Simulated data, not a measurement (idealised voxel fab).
The following process module bears the name voxel released beams.
Displayed cross-section: cut, width of 270 nm, square cells sized 5 nm.
A cross-section in this document is a grid of square cells, and it is written down as bands, the top band listed before the ones below it; a band is made up of one or more rows of cells.
Heads up on the band format: heights come first, top then bottom, in nm. After that it's the materials left to right, each with its width in nm. A single material flagged "everywhere" fills the whole band edge to edge, and "empty" means there's empty space there.
Heights are measured from 0, the level below which the as-received wafer is all one material; the lowest band has no bottom and continues downward, written as in "top 0, no bottom".
It should be noted that a width expressed as "30..40" varies in equal increments from row to row of cells within the band, taking the value of the first number at the top row and that of the second number at the bottom row.
Basically "remains unaltered" means that step didn't change any cell in the cross-section.
Look at "Completely enclosed voids" for the closed voids: empty spaces with no open path to the top, sized 8 cells or up. Each is width x height at distance, distance from the left edge, all nm.
Past the settings on a step's line: simulator remark, on that step.
You can add "overlay nm" to a step's line. For a step with a mask, it describes how far the mask lay to the right of its planned position, and a negative number describes a lay to the left.

-- This section lists the process steps that were planned
| 1 | RECEIVE | material Si |
| 2 | CONFORMAL_DEP | material Al2O3 | thk nm 5 |
| 3 | DIRECTIONAL_DEP | material SiO2 | thk nm 15 |
| 4 | DIRECTIONAL_DEP | material aC | thk nm 10 |
| 5 | PATTERN | tone open | mask id ANCHOR | material resist | width nm 35 | thk nm 30 | overlay nm 0 |
| 6 | DIRECTIONAL_ETCH | etch materials aC | depth nm 10 |
| 7 | STRIP | etch materials resist |
| 8 | DIRECTIONAL_ETCH | etch materials SiO2 | depth nm 15 |
| 9 | STRIP | etch materials aC |
| 10 | CONFORMAL_DEP | material SiN | thk nm 10 |
| 11 | DIRECTIONAL_DEP | material aC | thk nm 10 |
| 12 | PATTERN | tone cover | mask id BEAM | material resist | width nm 105 | thk nm 25 | overlay nm 0 |
| 13 | DIRECTIONAL_ETCH | etch materials aC | depth nm 10 |
| 14 | STRIP | etch materials resist |
| 15 | DIRECTIONAL_ETCH | etch materials SiN | depth nm 10 |
| 16 | STRIP | etch materials aC |
| 17 | STRIP | etch materials SiO2 |

-- Cross-section of the wafer at receipt, which is the condition after step 1
top 0, no bottom | Si everywhere
Completely enclosed voids: none

-- Cross-sectional image of the first of two wafers at the end of the module, the run having proceeded as planned
top 30, bottom 20 | empty 80 nm / SiN 15 nm / empty 15 nm / SiN 75 nm / empty 85 nm
top 20, bottom 15 | empty 85 nm / SiN 10 nm / empty 15 nm / SiN 10 nm / empty 150 nm
top 15, bottom 5 | empty 85 nm / SiN 35 nm / empty 150 nm
top 5, bottom 0 | Al2O3 everywhere
top 0, no bottom | Si everywhere
Completely enclosed voids: none

-- This cross-section belongs to the second wafer of two at the end of the module; the start and the plan were shared with the first, and the run included one mistake
top 30, bottom 25 | empty 80 nm / SiN 15 nm / empty 15 nm / SiN 75 nm / empty 85 nm
top 25, bottom 20 | SiN 95 nm / empty 15 nm / SiN 160 nm
top 20, bottom 15 | SiO2 85 nm / SiN 10 nm / empty 15 nm / SiN 10 nm / SiO2 150 nm
top 15, bottom 5 | SiO2 85 nm / SiN 35 nm / SiO2 150 nm
top 5, bottom 0 | Al2O3 everywhere
top 0, no bottom | Si everywhere
Completely enclosed voids: none
Which mistake was made when the wafer was run? rather than as planned, step 15 actually ran as DIRECTIONAL_ETCH | etch materials SiN | depth nm 5
Final cells, second wafer relative to first, materials higher or lower: +33 SiN | +141 SiO2
